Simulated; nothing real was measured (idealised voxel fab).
Name of the process module below: voxel self aligned contacts
For reference, the cross-section in this document is cut, with width 170 nm and square cells of 5 nm.
How to read a cross-section here: the picture is a grid of square cells, written as bands going from the top down, and any band can span one or more rows of cells. A band entry consists of two parts. The first gives the height of the band's top and the height of its bottom, in nm. The rest lists the band's materials from left to right, each with its width in nm. A single material labelled with the word "throughout" fills the band from edge to edge, and the word "blank" marks empty space. Heights are measured from 0, the level below which the as-received wafer is all one material; the lowest band has no bottom and continues downward, written as in "z 0 and below". Width: "30->40" (first number = top row, second number = bottom row, same change from row to row of cells). Given "nothing got changed" for a step, no cell of the cross-section differs between before and after that step. "Closed internal voids" means: voids of 8 cells or more that are shut off from the top with no open way through. Written width x height at distance, distance from the left edge, in nm. Note: text after step settings on the step line = simulator remark on that step. overlay nm: for a step with a mask, the amount by which the mask lay right of where it was planned; a negative amount means left of it. From here on the document is pairs. In a pair, the cross-section before one process step comes with the cross-section after it, and the latter goes no deeper than the lowest band that changed. What lies in between, the step and its settings, is written under the pair. A pair may be from a different run of this module on the same starting wafer than the pair above it, so it continues from that pair only where its entry headed "Pre-processing view" says so.

Pre-processing view
  z 65 to 50 | blank (40), aC (35), blank (25), aC (35), blank (35)
  z 50 to 30 | SiN throughout
  z 30 to 0 | polySi throughout
  z 0 to -5 | SiO2 throughout
  z -5 and below | Si throughout
  Closed internal voids: none

Section After Processing
  z 65 to 50 | blank (40), aC (35), blank (25), aC (35), blank (35)
  z 50 to 30 | blank (40), SiN (35), blank (25), SiN (35), blank (35)
  Rest of section, below 30: as before.
  Closed internal voids: none
Formally, the process step situated between the two cross-sections above is DIRECTIONAL_ETCH: etch materials SiN, depth nm 20

Pre-processing view: Please consult the pair immediately above; the cross-section it shows after its step is the state before this step.

Section After Processing
  z 65 to 50 | blank (40), aC (35), blank (25), aC (35), blank (35)
  z 50 to 30 | blank (40), SiN (35), blank (25), SiN (35), blank (35)
  z 30 to 0 | blank (40), polySi (35), blank (25), polySi (35), blank (35)
  Rest of section, below 0: as before.
  Closed internal voids: none
Formally, the process step situated between the two cross-sections above is DIRECTIONAL_ETCH: etch materials polySi, depth nm 30

Pre-processing view: Please consult the pair immediately above; the cross-section it shows after its step is the state before this step.

Section After Processing
  z 50 to 30 | blank (40), SiN (35), blank (25), SiN (35), blank (35)
  Rest of section, below 30: as before.
  Closed internal voids: none
Formally, the process step situated between the two cross-sections above is STRIP: etch materials aC

Pre-processing view: Please consult the pair immediately above; the cross-section it shows after its step is the state before this step.

Section After Processing
  z 55 to 30 | blank (35), SiN (45), blank (15), SiN (45), blank (30)
  z 30 to 5 | blank (35), SiN (5), polySi (35), SiN (5), blank (15), SiN (5), polySi (35), SiN (5), blank (30)
  z 5 to 0 | SiN (40), polySi (35), SiN (25), polySi (35), SiN (35)
  Rest of section, below 0: as before.
  Closed internal voids: none
Formally, the process step situated between the two cross-sections above is CONFORMAL_DEP: material SiN, thk nm 5

Pre-processing view: Please consult the pair immediately above; the cross-section it shows after its step is the state before this step.

Section After Processing
  z 50 to 30 | blank (35), SiN (45), blank (15), SiN (45), blank (30)
  z 30 to 0 | blank (35), SiN (5), polySi (35), SiN (5), blank (15), SiN (5), polySi (35), SiN (5), blank (30)
  Rest of section, below 0: as before.
  Closed internal voids: none
Formally, the process step situated between the two cross-sections above is DIRECTIONAL_ETCH: etch materials SiN, depth nm 5

Pre-processing view: Please consult the pair immediately above; the cross-section it shows after its step is the state before this step.

Section After Processing
  z 60 to 50 | SiO2 throughout
  z 50 to 30 | SiO2 (35), SiN (45), SiO2 (15), SiN (45), SiO2 (30)
  z 30 to 0 | SiO2 (35), SiN (5), polySi (35), SiN (5), SiO2 (15), SiN (5), polySi (35), SiN (5), SiO2 (30)
  Rest of section, below 0: as before.
  Closed internal voids: none
Formally, the process step situated between the two cross-sections above is FILL_DEP: material SiO2, thk nm 10

Pre-processing view: Please consult the pair immediately above; the cross-section it shows after its step is the state before this step.

Section After Processing
  z 55 to 50 | SiO2 throughout
  Rest of section, below 50: as before.
  Closed internal voids: none
Formally, the process step situated between the two cross-sections above is CMP: height nm 55

Pre-processing view: Please consult the pair immediately above; the cross-section it shows after its step is the state before this step.

Section After Processing
  z 55 to 50 | SiO2 (60), blank (45), SiO2 (65)
  z 50 to 30 | SiO2 (35), SiN (45), blank (15), SiN (45), SiO2 (30)
  z 30 to 0 | SiO2 (35), SiN (5), polySi (35), SiN (5), blank (15), SiN (5), polySi (35), SiN (5), SiO2 (30)
  z 0 to -5 | SiO2 (80), blank (15), SiO2 (75)
  Rest of section, below -5: as before.
  Closed internal voids: none
Formally, the process step situated between the two cross-sections above is MASKED_ETCH: tone open, mask id CONTACT, width nm 45, etch materials SiO2, depth nm 60, overlay nm 0

Pre-processing view: Please consult the pair immediately above; the cross-section it shows after its step is the state before this step.

Section After Processing
  z 60 to 55 | TiN (65), blank (35), TiN (70)
  z 55 to 50 | SiO2 (60), TiN (25), blank (5), TiN (15), SiO2 (65)
  z 50 to 30 | SiO2 (35), SiN (45), TiN (5), blank (5), TiN (5), SiN (45), SiO2 (30)
  z 30 to 0 | SiO2 (35), SiN (5), polySi (35), SiN (5), TiN (5), blank (5), TiN (5), SiN (5), polySi (35), SiN (5), SiO2 (30)
  z 0 to -5 | SiO2 (80), TiN (15), SiO2 (75)
  Rest of section, below -5: as before.
  Closed internal voids: none
Formally, the process step situated between the two cross-sections above is CONFORMAL_DEP: material TiN, thk nm 5

Pre-processing view: Please consult the pair immediately above; the cross-section it shows after its step is the state before this step.

Section After Processing
  z 70 to 60 | W throughout
  z 60 to 55 | TiN (65), W (35), TiN (70)
  z 55 to 50 | SiO2 (60), TiN (25), W (5), TiN (15), SiO2 (65)
  z 50 to 30 | SiO2 (35), SiN (45), TiN (5), W (5), TiN (5), SiN (45), SiO2 (30)
  z 30 to 0 | SiO2 (35), SiN (5), polySi (35), SiN (5), TiN (5), W (5), TiN (5), SiN (5), polySi (35), SiN (5), SiO2 (30)
  Rest of section, below 0: as before.
  Closed internal voids: none
Formally, the process step situated between the two cross-sections above is FILL_DEP: material W, thk nm 10

Pre-processing view: Please consult the pair immediately above; the cross-section it shows after its step is the state before this step.

Section After Processing
  z 55 to 50 | SiO2 (60), TiN (25), W (5), TiN (15), SiO2 (65)
  Rest of section, below 50: as before.
  Closed internal voids: none
Formally, the process step situated between the two cross-sections above is CMP: height nm 55

Pre-processing view: Please consult the pair immediately above; the cross-section it shows after its step is the state before this step.

Section After Processing
  z 60 to 55 | SiN throughout
  Rest of section, below 55: as before.
  Closed internal voids: none
Formally, the process step situated between the two cross-sections above is CONFORMAL_DEP: material SiN, thk nm 5

Pre-processing view
  z 50 to 30 | blank (30), SiN (45), blank (15), SiN (45), blank (35)
  z 30 to 0 | blank (30), SiN (5), polySi (35), SiN (5), blank (15), SiN (5), polySi (35), SiN (5), blank (35)
  z 0 to -5 | SiO2 throughout
  z -5 and below | Si throughout
  Closed internal voids: none

Section After Processing
  z 60 to 50 | W throughout
  z 50 to 30 | W (30), SiN (45), W (15), SiN (45), W (35)
  z 30 to 0 | W (30), SiN (5), polySi (35), SiN (5), W (15), SiN (5), polySi (35), SiN (5), W (35)
  Rest of section, below 0: as before.
  Closed internal voids: none
Formally, the process step situated between the two cross-sections above is FILL_DEP: material W, thk nm 10

Pre-processing view: Please consult the pair immediately above; the cross-section it shows after its step is the state before this step.

Section After Processing
  z 55 to 50 | W throughout
  Rest of section, below 50: as before.
  Closed internal voids: none
Formally, the process step situated between the two cross-sections above is CMP: height nm 55

Pre-processing view: Please consult the pair immediately above; the cross-section it shows after its step is the state before this step.

Section After Processing
  z 60 to 55 | TiN throughout
  Rest of section, below 55: as before.
  Closed internal voids: none
Formally, the process step situated between the two cross-sections above is CONFORMAL_DEP: material TiN, thk nm 5

Pre-processing view: Please consult the pair immediately above; the cross-section it shows after its step is the state before this step.

Section After Processing
  z 70 to 60 | W throughout
  Rest of section, below 60: as before.
  Closed internal voids: none
Formally, the process step situated between the two cross-sections above is FILL_DEP: material W, thk nm 10

Pre-processing view: Please consult the pair immediately above; the cross-section it shows after its step is the state before this step.

Section After Processing
  z 55 to 50 | W throughout
  Rest of section, below 50: as before.
  Closed internal voids: none
Formally, the process step situated between the two cross-sections above is CMP: height nm 55

Pre-processing view: Please consult the pair immediately above; the cross-section it shows after its step is the state before this step.

Section After Processing
  z 60 to 55 | SiN throughout
  Rest of section, below 55: as before.
  Closed internal voids: none
Formally, the process step situated between the two cross-sections above is CONFORMAL_DEP: material SiN, thk nm 5

Pre-processing view
  z 55 to 50 | SiO2 throughout
  z 50 to 30 | SiO2 (30), SiN (45), SiO2 (15), SiN (45), SiO2 (35)
  z 30 to 0 | SiO2 (30), SiN (5), polySi (35), SiN (5), SiO2 (15), SiN (5), polySi (35), SiN (5), SiO2 (35)
  z 0 to -5 | SiO2 throughout
  z -5 and below | Si throughout
  Closed internal voids: none

Section After Processing
  z 55 to 50 | blank (60), SiO2 (45), blank (65)
  z 50 to 30 | blank (30), SiN (45), SiO2 (15), SiN (45), blank (35)
  z 30 to 0 | blank (30), SiN (5), polySi (35), SiN (5), SiO2 (15), SiN (5), polySi (35), SiN (5), blank (35)
  z 0 to -5 | blank (30), SiO2 (105), blank (35)
  Rest of section, below -5: as before.
  Closed internal voids: none
Formally, the process step situated between the two cross-sections above is MASKED_ETCH: tone cover, mask id CONTACT, width nm 45, etch materials SiO2, depth nm 60, overlay nm 0

Pre-processing view: Please consult the pair immediately above; the cross-section it shows after its step is the state before this step.

Section After Processing
  z 60 to 55 | blank (55), TiN (55), blank (60)
  z 55 to 50 | blank (25), TiN (35), SiO2 (45), TiN (35), blank (30)
  z 50 to 30 | blank (25), TiN (5), SiN (45), SiO2 (15), SiN (45), TiN (5), blank (30)
  z 30 to 0 | blank (25), TiN (5), SiN (5), polySi (35), SiN (5), SiO2 (15), SiN (5), polySi (35), SiN (5), TiN (5), blank (30)
  z 0 to -5 | TiN (30), SiO2 (105), TiN (35)
  Rest of section, below -5: as before.
  Closed internal voids: none
Formally, the process step situated between the two cross-sections above is CONFORMAL_DEP: material TiN, thk nm 5

Pre-processing view: Please consult the pair immediately above; the cross-section it shows after its step is the state before this step.

Section After Processing
  z 70 to 60 | W throughout
  z 60 to 55 | W (55), TiN (55), W (60)
  z 55 to 50 | W (25), TiN (35), SiO2 (45), TiN (35), W (30)
  z 50 to 30 | W (25), TiN (5), SiN (45), SiO2 (15), SiN (45), TiN (5), W (30)
  z 30 to 0 | W (25), TiN (5), SiN (5), polySi (35), SiN (5), SiO2 (15), SiN (5), polySi (35), SiN (5), TiN (5), W (30)
  Rest of section, below 0: as before.
  Closed internal voids: none
Formally, the process step situated between the two cross-sections above is FILL_DEP: material W, thk nm 10

Pre-processing view: Please consult the pair immediately above; the cross-section it shows after its step is the state before this step.

Section After Processing
  z 55 to 50 | W (25), TiN (35), SiO2 (45), TiN (35), W (30)
  Rest of section, below 50: as before.
  Closed internal voids: none
Formally, the process step situated between the two cross-sections above is CMP: height nm 55

Pre-processing view: Please consult the pair immediately above; the cross-section it shows after its step is the state before this step.

Section After Processing
  z 60 to 55 | SiN throughout
  Rest of section, below 55: as before.
  Closed internal voids: none
Formally, the process step situated between the two cross-sections above is CONFORMAL_DEP: material SiN, thk nm 5
